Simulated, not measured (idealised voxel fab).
process module | voxel capacitor over wiring
cross-section cut | 190 nm wide | cells 5 nm
A cross-section is a grid of square cells, given in bands from the top down. A band is one or more rows of cells.
Each band's line starts with the height of the band's top and of its bottom, in nm. Then come its materials from left to right, each with its width in nm. One material with "throughout" fills the band from edge to edge. "air" is empty space.
Height 0 is the level under which the wafer as received is all one material. The lowest band goes on downwards, as in "0 down".
A width such as "30 to 40" changes by the same amount from each row of cells to the next, from the band's top row to its bottom row.
"no change" after a step means that no cell of the cross-section changed.
closed voids: empty space of 8 cells or more with no open way to the top, each as width x height at its distance from the left edge, in nm
after a step's settings: what the simulator itself notes on the step
overlay nm, on a step with a mask: how far to the right of its planned place the mask lay; to the left if negative
plan
1 op RECEIVE | material Si
2 op CONFORMAL_DEP | material SiO2 | thk nm 15
3 op DIRECTIONAL_DEP | material TiN | thk nm 5
4 op DIRECTIONAL_DEP | material Ru | thk nm 20
5 op DIRECTIONAL_DEP | material aC | thk nm 10
6 op PATTERN | tone cover | mask id METAL_1 | material resist | width nm 20 | pitch nm 70 | thk nm 25 | overlay nm 0
7 op DIRECTIONAL_ETCH | etch materials aC | depth nm 10
8 op STRIP | etch materials resist
9 op DIRECTIONAL_ETCH | etch materials Ru | depth nm 20
10 op DIRECTIONAL_ETCH | etch materials TiN | depth nm 5
11 op STRIP | etch materials aC
12 op CONFORMAL_DEP | material SiN | thk nm 5
13 op FILL_DEP | material SiO2 | thk nm 10
14 op CMP | height nm 40
15 op CONFORMAL_DEP | material SiCN | thk nm 5
16 op DIRECTIONAL_DEP | material lowk | thk nm 10
17 op MASKED_ETCH | tone open | mask id PLUG_1 | width nm 15 | etch materials lowk | depth nm 10 | overlay nm 0
18 op MASKED_ETCH | tone open | mask id PLUG_1 | width nm 15 | etch materials SiCN | depth nm 5 | overlay nm 0
19 op EPI | material Ru | thk nm 10
20 op EPI | material Ru | thk nm 5
21 op DIRECTIONAL_DEP | material TiN | thk nm 5
22 op DIRECTIONAL_DEP | material HfO2 | thk nm 5
23 op DIRECTIONAL_DEP | material TiN | thk nm 5
24 op DIRECTIONAL_DEP | material aC | thk nm 10
25 op PATTERN | tone cover | mask id UPPER_PLATE | material resist | width nm 55 | thk nm 30 | overlay nm 0
26 op DIRECTIONAL_ETCH | etch materials aC | depth nm 10
27 op STRIP | etch materials resist
28 op DIRECTIONAL_ETCH | etch materials TiN | depth nm 5
29 op DIRECTIONAL_ETCH | etch materials HfO2 | depth nm 5
30 op STRIP | etch materials aC
31 op MASKED_ETCH | tone cover | mask id LOWER_PLATE | width nm 65 | etch materials TiN | depth nm 5 | overlay nm 0
32 op FILL_DEP | material SiO2 | thk nm 15
33 op CMP | height nm 80
34 op PATTERN | tone open | mask id PLUG_2 | material resist | width nm 15 | thk nm 15 | overlay nm 0
35 op DIRECTIONAL_ETCH | etch materials SiO2 | depth nm 10
36 op STRIP | etch materials resist
37 op CONFORMAL_DEP | material TiN | thk nm 5
38 op FILL_DEP | material Cu | thk nm 5
39 op CMP | height nm 80
40 op CONFORMAL_DEP | material SiN | thk nm 5
as received, after step 1
  0 down: Si throughout
  closed voids: none
first wafer at the end, as planned
  85 to 80: SiN throughout
  80 to 75: SiO2 65 | TiN 5 | Cu 5 | TiN 5 | SiO2 110
  75 to 65: SiO2 65 to 55 | TiN 15 to 55 | SiO2 110 to 80
  65 to 60: SiO2 55 | HfO2 55 | SiO2 80
  60 to 55: SiO2 50 | TiN 65 | SiO2 75
  55 to 45: lowk 55 | Ru 15 | lowk 120
  45 to 40: SiCN 55 | Ru 15 | SiCN 120
  40 to 20: SiO2 45 | SiN 5 | Ru 20 | SiN 5 | SiO2 40 | SiN 5 | Ru 20 | SiN 5 | SiO2 45
  20 to 15: SiN 50 | TiN 20 | SiN 50 | TiN 20 | SiN 50
  15 to 0: SiO2 throughout
  0 down: Si throughout
  closed voids: none
second wafer at the end: like start, like plan, one mistake
  85 to 80: SiN throughout
  80 to 75: SiO2 65 | TiN 5 | Cu 5 | TiN 5 | SiO2 110
  75 to 65: SiO2 65 to 60 | TiN 15 to 50 | SiO2 110 to 80
  65 to 60: SiO2 55 | HfO2 55 | SiO2 80
  60 to 55: SiO2 55 | TiN 70 | SiO2 65
  55 to 45: lowk 55 | Ru 15 | lowk 120
  45 to 40: SiCN 55 | Ru 15 | SiCN 120
  40 to 20: SiO2 45 | SiN 5 | Ru 20 | SiN 5 | SiO2 40 | SiN 5 | Ru 20 | SiN 5 | SiO2 45
  20 to 15: SiN 50 | TiN 20 | SiN 50 | TiN 20 | SiN 50
  15 to 0: SiO2 throughout
  0 down: Si throughout
  closed voids: none
what went wrong: step 31 ran as: op MASKED_ETCH | tone cover | mask id LOWER_PLATE | width nm 65 | etch materials TiN | depth nm 5 | overlay nm 10
at the end the second wafer has, in cells: as many of each material as the first, in other places
